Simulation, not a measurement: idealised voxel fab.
process module | voxel self aligned vias
cross-section cut | 235 nm wide | cells 5 nm
A cross-section is a grid of square cells, given in bands from the top down. A band is one or more rows of cells.
Each band's line starts with the height of the band's top and of its bottom, in nm. Then come its materials from left to right, each with its width in nm. One material with "throughout" fills the band from edge to edge. "air" is empty space.
Height 0 is the level under which the wafer as received is all one material. The lowest band goes on downwards, as in "0 down".
A width such as "30 to 40" changes by the same amount from each row of cells to the next, from the band's top row to its bottom row.
"no change" after a step means that no cell of the cross-section changed.
closed voids: empty space of 8 cells or more with no open way to the top, each as width x height at its distance from the left edge, in nm
after a step's settings: what the simulator itself notes on the step
overlay nm, on a step with a mask: how far to the right of its planned place the mask lay; to the left if negative
plan
1 op RECEIVE | material Si
2 op CONFORMAL_DEP | material SiO2 | thk nm 10
3 op CONFORMAL_DEP | material SiCN | thk nm 5
4 op DIRECTIONAL_DEP | material SiO2 | thk nm 30
5 op MASKED_ETCH | tone open | mask id LINES | width nm 25 | pitch nm 70 | etch materials SiO2 | depth nm 30 | overlay nm 0
6 op CONFORMAL_DEP | material TiN | thk nm 5
7 op FILL_DEP | material Ru | thk nm 5
8 op CMP | height nm 45
9 op SELECTIVE_ETCH | etch materials W Ru TiN | depth nm 10
10 op FILL_DEP | material SiN | thk nm 10
11 op CMP | height nm 45
12 op DIRECTIONAL_DEP | material SiO2 | thk nm 15
13 op DIRECTIONAL_DEP | material aC | thk nm 10
14 op PATTERN | tone open | mask id VIAS | material resist | width nm 45 | pitch nm 70 | thk nm 30 | overlay nm 0
15 op DIRECTIONAL_ETCH | etch materials aC | depth nm 10
16 op STRIP | etch materials resist
17 op DIRECTIONAL_ETCH | etch materials SiO2 | depth nm 15
18 op DIRECTIONAL_ETCH | etch materials SiN | depth nm 10
19 op STRIP | etch materials aC
20 op CONFORMAL_DEP | material TiN | thk nm 5
21 op FILL_DEP | material W | thk nm 10
22 op CMP | height nm 60
23 op CONFORMAL_DEP | material SiN | thk nm 5
first wafer, as planned
as received, after step 1
  0 down: Si throughout
  closed voids: none
after step 2
  10 to 0: SiO2 throughout
  below 0: unchanged
after step 3
  15 to 10: SiCN throughout
  below 10: unchanged
after step 4
  45 to 15: SiO2 throughout
  below 15: unchanged
after step 5
  45 to 15: SiO2 70 | air 25 | SiO2 45 | air 25 | SiO2 70
  below 15: unchanged
after step 6
  50 to 45: TiN 75 | air 15 | TiN 55 | air 15 | TiN 75
  45 to 20: SiO2 70 | TiN 5 | air 15 | TiN 5 | SiO2 45 | TiN 5 | air 15 | TiN 5 | SiO2 70
  20 to 15: SiO2 70 | TiN 25 | SiO2 45 | TiN 25 | SiO2 70
  below 15: unchanged
after step 7
  55 to 50: Ru throughout
  50 to 45: TiN 75 | Ru 15 | TiN 55 | Ru 15 | TiN 75
  45 to 20: SiO2 70 | TiN 5 | Ru 15 | TiN 5 | SiO2 45 | TiN 5 | Ru 15 | TiN 5 | SiO2 70
  below 20: unchanged
after step 8
  45 to 20: SiO2 70 | TiN 5 | Ru 15 | TiN 5 | SiO2 45 | TiN 5 | Ru 15 | TiN 5 | SiO2 70
  below 20: unchanged
after step 9
  45 to 35: SiO2 70 | air 25 | SiO2 45 | air 25 | SiO2 70
  below 35: unchanged
after step 10
  55 to 45: SiN throughout
  45 to 35: SiO2 70 | SiN 25 | SiO2 45 | SiN 25 | SiO2 70
  below 35: unchanged
after step 11
  45 to 35: SiO2 70 | SiN 25 | SiO2 45 | SiN 25 | SiO2 70
  below 35: unchanged
after step 12
  60 to 45: SiO2 throughout
  below 45: unchanged
after step 13
  70 to 60: aC throughout
  below 60: unchanged
after step 14
  100 to 70: resist 60 | air 45 | resist 25 | air 45 | resist 60
  below 70: unchanged
after step 15
  90 to 70: resist 60 | air 45 | resist 25 | air 45 | resist 60
  70 to 60: aC 60 | air 45 | aC 25 | air 45 | aC 60
  below 60: unchanged
after step 16
  70 to 60: aC 60 | air 45 | aC 25 | air 45 | aC 60
  below 60: unchanged
after step 17
  70 to 60: aC 60 | air 45 | aC 25 | air 45 | aC 60
  60 to 45: SiO2 60 | air 45 | SiO2 25 | air 45 | SiO2 60
  below 45: unchanged
after step 18
  70 to 60: aC 60 | air 45 | aC 25 | air 45 | aC 60
  60 to 45: SiO2 60 | air 45 | SiO2 25 | air 45 | SiO2 60
  45 to 35: SiO2 70 | air 25 | SiO2 45 | air 25 | SiO2 70
  below 35: unchanged
after step 19
  60 to 45: SiO2 60 | air 45 | SiO2 25 | air 45 | SiO2 60
  below 45: unchanged
after step 20
  65 to 60: TiN 65 | air 35 | TiN 35 | air 35 | TiN 65
  60 to 50: SiO2 60 | TiN 5 | air 35 | TiN 5 | SiO2 25 | TiN 5 | air 35 | TiN 5 | SiO2 60
  50 to 40: SiO2 60 to 70 | TiN 15 to 5 | air 15 | TiN 15 to 5 | SiO2 25 to 45 | TiN 15 to 5 | air 15 | TiN 15 to 5 | SiO2 60 to 70
  40 to 35: SiO2 70 | TiN 25 | SiO2 45 | TiN 25 | SiO2 70
  below 35: unchanged
after step 21
  75 to 65: W throughout
  65 to 60: TiN 65 | W 35 | TiN 35 | W 35 | TiN 65
  60 to 50: SiO2 60 | TiN 5 | W 35 | TiN 5 | SiO2 25 | TiN 5 | W 35 | TiN 5 | SiO2 60
  50 to 40: SiO2 60 to 70 | TiN 15 to 5 | W 15 | TiN 15 to 5 | SiO2 25 to 45 | TiN 15 to 5 | W 15 | TiN 15 to 5 | SiO2 60 to 70
  below 40: unchanged
after step 22
  60 to 50: SiO2 60 | TiN 5 | W 35 | TiN 5 | SiO2 25 | TiN 5 | W 35 | TiN 5 | SiO2 60
  below 50: unchanged
after step 23
  65 to 60: SiN throughout
  below 60: unchanged
second wafer: like start, like plan, one mistake. Through step 17 it matches the first wafer
when step 18 should have ended
  70 to 60: aC 60 | air 45 | aC 25 | air 45 | aC 60
  60 to 45: SiO2 60 | air 45 | SiO2 25 | air 45 | SiO2 60
  45 to 40: SiO2 70 | air 25 | SiO2 45 | air 25 | SiO2 70
  below 40: unchanged
when step 19 should have ended
  60 to 45: SiO2 60 | air 45 | SiO2 25 | air 45 | SiO2 60
  below 45: unchanged
when step 20 should have ended
  65 to 60: TiN 65 | air 35 | TiN 35 | air 35 | TiN 65
  60 to 50: SiO2 60 | TiN 5 | air 35 | TiN 5 | SiO2 25 | TiN 5 | air 35 | TiN 5 | SiO2 60
  50 to 45: SiO2 60 | TiN 15 | air 15 | TiN 15 | SiO2 25 | TiN 15 | air 15 | TiN 15 | SiO2 60
  45 to 40: SiO2 70 | TiN 25 | SiO2 45 | TiN 25 | SiO2 70
  below 40: unchanged
when step 21 should have ended
  75 to 65: W throughout
  65 to 60: TiN 65 | W 35 | TiN 35 | W 35 | TiN 65
  60 to 50: SiO2 60 | TiN 5 | W 35 | TiN 5 | SiO2 25 | TiN 5 | W 35 | TiN 5 | SiO2 60
  50 to 45: SiO2 60 | TiN 15 | W 15 | TiN 15 | SiO2 25 | TiN 15 | W 15 | TiN 15 | SiO2 60
  below 45: unchanged
when step 22 should have ended
  60 to 50: SiO2 60 | TiN 5 | W 35 | TiN 5 | SiO2 25 | TiN 5 | W 35 | TiN 5 | SiO2 60
  below 50: unchanged
when step 23 should have ended
  65 to 60: SiN throughout
  below 60: unchanged
what went wrong: step 18 ran as: op DIRECTIONAL_ETCH | etch materials SiN | depth nm 5
at the end the second wafer has, in cells: 10 more of SiN | 4 fewer of TiN | 6 fewer of W
